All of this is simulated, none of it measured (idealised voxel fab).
process module | voxel double patterning
cross-section cut | 260 nm wide | cells 5 nm
A cross-section is a grid of square cells, given in bands from the top down. A band is one or more rows of cells.
Each band's line starts with the height of the band's top and of its bottom, in nm. Then come its materials from left to right, each with its width in nm. One material with "throughout" fills the band from edge to edge. "air" is empty space.
Height 0 is the level under which the wafer as received is all one material. The lowest band goes on downwards, as in "0 down".
A width such as "30 to 40" changes by the same amount from each row of cells to the next, from the band's top row to its bottom row.
"no change" after a step means that no cell of the cross-section changed.
closed voids: empty space of 8 cells or more with no open way to the top, each as width x height at its distance from the left edge, in nm
after a step's settings: what the simulator itself notes on the step
overlay nm, on a step with a mask: how far to the right of its planned place the mask lay; to the left if negative
plan
1 op RECEIVE | material Si
2 op CONFORMAL_DEP | material SiO2 | thk nm 5
3 op DIRECTIONAL_DEP | material TiN | thk nm 10
4 op DIRECTIONAL_DEP | material SiCN | thk nm 10
5 op DIRECTIONAL_DEP | material aC | thk nm 10
6 op PATTERN | tone open | mask id FIRST | material resist | width nm 15 | pitch nm 50 | thk nm 30 | overlay nm 0
7 op DIRECTIONAL_ETCH | etch materials aC | depth nm 10
8 op STRIP | etch materials resist
9 op DIRECTIONAL_ETCH | etch materials SiCN | depth nm 10
10 op STRIP | etch materials aC
11 op PATTERN | tone open | mask id SECOND | material resist | width nm 15 | thk nm 15 | overlay nm 0
12 op DIRECTIONAL_ETCH | etch materials SiCN | depth nm 10
13 op STRIP | etch materials resist
14 op DIRECTIONAL_ETCH | etch materials TiN | depth nm 5
15 op STRIP | etch materials SiCN
varied across the wafers: depth nm of step 14. The plan shows the first wafer's value. All wafers start alike
first wafer as received, after step 1
  0 down: Si throughout
  closed voids: none
first wafer at the end, after step 15
  15 to 10: TiN 95 | air 15 | TiN 10 | air 15 | TiN 10 | air 15 | TiN 100
  10 to 5: TiN throughout
  5 to 0: SiO2 throughout
  0 down: Si throughout
  closed voids: none
last wafer at the end
  15 to 5: TiN 95 | air 15 | TiN 10 | air 15 | TiN 10 | air 15 | TiN 100
  5 to 0: SiO2 throughout
  0 down: Si throughout
  closed voids: none
each wafer at the end: cells of each material gained (+) or lost (-) since it was received, then its closed voids
depth nm 5 | +52 SiO2 | +95 TiN | closed voids: none
depth nm 10 | +52 SiO2 | +86 TiN | closed voids: none
depth nm 15 | +52 SiO2 | +86 TiN | closed voids: none
depth nm 20 | +52 SiO2 | +86 TiN | closed voids: none
depth nm 25 | +52 SiO2 | +86 TiN | closed voids: none
